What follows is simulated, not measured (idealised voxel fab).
Herein follows the process module entitled voxel lift off.
Section shown: cut. Width: 220 nm. Cell size: 5 nm, square.
Bands, listed from the top down, are how a cross-section gets written in this document; the cross-section itself is a grid of square cells, and a band is one or more rows of them.
In this notation a band is specified by the heights of its top and bottom, in that order and in nm, after which its materials appear from left to right, each paired with its width in nm. The word "edge to edge" attached to a single material means that material fills the band from edge to edge; the word "blank" stands for empty space.
Basically, 0 is our baseline, since under it the wafer straight out of the box is all one material. The bottom band has no lower end and keeps on going down, so it looks like "0 and below".
Width spec "30->40" -> top row of cells at first value, bottom row at second value, equal per-row change in between.
You'll sometimes find "remains unaltered" written for a step, and that's the way of saying that nowhere in the cross-section did a cell change during that step.
In the "Closed void catalog" entry, you get each enclosed empty space of 8 cells or more, one with no open way to the top, written width x height at distance, distance from the left edge, in nm.
If you see something after the settings on a step's line, that's the simulator's own remark about that step.
"overlay nm" answers the question of how far to the right of plan the mask lay on a step that has a mask, and when it is negative the answer is to the left.
### Steps planned for the process
step 1: RECEIVE (material Si)
step 2: CONFORMAL_DEP (material SiO2; thk nm 15)
step 3: PATTERN (tone open; mask id LINES; material resist; width nm 15; pitch nm 40; thk nm 25; overlay nm 0)
step 4: DIRECTIONAL_DEP (material Ru; thk nm 10)
step 5: STRIP (etch materials resist)
step 6: CONFORMAL_DEP (material SiCN; thk nm 10)
### The first of two wafers, run as planned
### So this is the incoming wafer in cross-section - it's already been through step 1
> 0 and below  Si edge to edge
> Closed void catalog: none
### Step 2 done - wafer cross-section
> 15 down to 0  SiO2 edge to edge
> Under the height 0 nothing was changed.
### Step 3 done - wafer cross-section
> 40 down to 15  60 nm resist  15 nm blank  25 nm resist  15 nm blank  25 nm resist  15 nm blank  65 nm resist
> Under the height 15 nothing was changed.
### Step 4 done - wafer cross-section
> 50 down to 40  60 nm Ru  15 nm blank  25 nm Ru  15 nm blank  25 nm Ru  15 nm blank  65 nm Ru
> 40 down to 25  60 nm resist  15 nm blank  25 nm resist  15 nm blank  25 nm resist  15 nm blank  65 nm resist
> 25 down to 15  60 nm resist  15 nm Ru  25 nm resist  15 nm Ru  25 nm resist  15 nm Ru  65 nm resist
> Under the height 15 nothing was changed.
### Step 5 done - wafer cross-section
> 25 down to 15  60 nm blank  15 nm Ru  25 nm blank  15 nm Ru  25 nm blank  15 nm Ru  65 nm blank
> Under the height 15 nothing was changed.
### Step 6 done - wafer cross-section
> 35 down to 25  50 nm blank  35 nm SiCN  5 nm blank  35 nm SiCN  5 nm blank  35 nm SiCN  55 nm blank
> 25 down to 15  60 nm SiCN  15 nm Ru  25 nm SiCN  15 nm Ru  25 nm SiCN  15 nm Ru  65 nm SiCN
> Under the height 15 nothing was changed.
### The Second Wafer: Common Origin and Plan, One Mistake in Execution, Identical to the First Through Step 1
### Second wafer, section view, time point: scheduled end of step 2
> 20 down to 0  SiO2 edge to edge
> Under the height 0 nothing was changed.
### Second wafer, section view, time point: scheduled end of step 3
> 45 down to 20  60 nm resist  15 nm blank  25 nm resist  15 nm blank  25 nm resist  15 nm blank  65 nm resist
> Under the height 20 nothing was changed.
### Second wafer, section view, time point: scheduled end of step 4
> 55 down to 45  60 nm Ru  15 nm blank  25 nm Ru  15 nm blank  25 nm Ru  15 nm blank  65 nm Ru
> 45 down to 30  60 nm resist  15 nm blank  25 nm resist  15 nm blank  25 nm resist  15 nm blank  65 nm resist
> 30 down to 20  60 nm resist  15 nm Ru  25 nm resist  15 nm Ru  25 nm resist  15 nm Ru  65 nm resist
> Under the height 20 nothing was changed.
### Second wafer, section view, time point: scheduled end of step 5
> 30 down to 20  60 nm blank  15 nm Ru  25 nm blank  15 nm Ru  25 nm blank  15 nm Ru  65 nm blank
> Under the height 20 nothing was changed.
### Second wafer, section view, time point: scheduled end of step 6
> 40 down to 30  50 nm blank  35 nm SiCN  5 nm blank  35 nm SiCN  5 nm blank  35 nm SiCN  55 nm blank
> 30 down to 20  60 nm SiCN  15 nm Ru  25 nm SiCN  15 nm Ru  25 nm SiCN  15 nm Ru  65 nm SiCN
> Under the height 20 nothing was changed.
The mistake made against the process plan was this: so step 2 ended up running with a different setting than we planned, it ran as CONFORMAL_DEP (material SiO2; thk nm 20)
The closing comparison, in cells, has the second wafer with more or fewer of some materials than the first: 44 more of SiO2
